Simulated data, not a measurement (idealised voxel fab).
process module | voxel ribs on slabs
cross-section cut | 290 nm wide | cells 5 nm
A cross-section is a grid of square cells, given in bands from the top down. A band is one or more rows of cells.
Each band's line starts with the height of the band's top and of its bottom, in nm. Then come its materials from left to right, each with its width in nm. One material with "throughout" fills the band from edge to edge. "air" is empty space.
Height 0 is the level under which the wafer as received is all one material. The lowest band goes on downwards, as in "0 down".
A width such as "30 to 40" changes by the same amount from each row of cells to the next, from the band's top row to its bottom row.
"no change" after a step means that no cell of the cross-section changed.
closed voids: empty space of 8 cells or more with no open way to the top, each as width x height at its distance from the left edge, in nm
after a step's settings: what the simulator itself notes on the step
overlay nm, on a step with a mask: how far to the right of its planned place the mask lay; to the left if negative
plan
1 op RECEIVE | material Si
2 op DIRECTIONAL_DEP | material SiO2 | thk nm 20
3 op DIRECTIONAL_DEP | material polySi | thk nm 15
4 op MASKED_ETCH | tone cover | mask id RIB | width nm 25 | etch materials polySi | depth nm 5 | overlay nm 0
5 op DIRECTIONAL_DEP | material aC | thk nm 10
6 op PATTERN | tone cover | mask id SLAB | material resist | width nm 75 | thk nm 25 | overlay nm 0
7 op DIRECTIONAL_ETCH | etch materials aC | depth nm 10
8 op STRIP | etch materials resist
9 op DIRECTIONAL_ETCH | etch materials polySi | depth nm 10
10 op STRIP | etch materials aC
11 op FILL_DEP | material SiO2 | thk nm 20
12 op CMP | height nm 45
13 op DIRECTIONAL_DEP | material TiN | thk nm 5
14 op DIRECTIONAL_DEP | material aC | thk nm 15
15 op PATTERN | tone cover | mask id HEATER | material resist | width nm 35 | thk nm 35 | overlay nm 0
16 op DIRECTIONAL_ETCH | etch materials aC | depth nm 15
17 op STRIP | etch materials resist
18 op DIRECTIONAL_ETCH | etch materials TiN | depth nm 5
19 op STRIP | etch materials aC
20 op CONFORMAL_DEP | material SiO2 | thk nm 5
as received, after step 1
  0 down: Si throughout
  closed voids: none
first wafer at the end, as planned
  55 to 50: air 120 | SiO2 45 | air 125
  50 to 45: SiO2 125 | TiN 35 | SiO2 130
  45 to 35: SiO2 throughout
  35 to 30: SiO2 130 | polySi 25 | SiO2 135
  30 to 20: SiO2 105 | polySi 75 | SiO2 110
  20 to 0: SiO2 throughout
  0 down: Si throughout
  closed voids: none
second wafer at the end: like start, like plan, one mistake
  55 to 50: air 120 | SiO2 45 | air 125
  50 to 45: SiO2 125 | TiN 35 | SiO2 130
  45 to 35: SiO2 throughout
  35 to 30: SiO2 130 | polySi 25 | SiO2 135
  30 to 20: SiO2 115 | polySi 75 | SiO2 100
  20 to 0: SiO2 throughout
  0 down: Si throughout
  closed voids: none
what went wrong: step 6 ran as: op PATTERN | tone cover | mask id SLAB | material resist | width nm 75 | thk nm 25 | overlay nm 10
at the end the second wafer has, in cells: as many of each material as the first, in other places
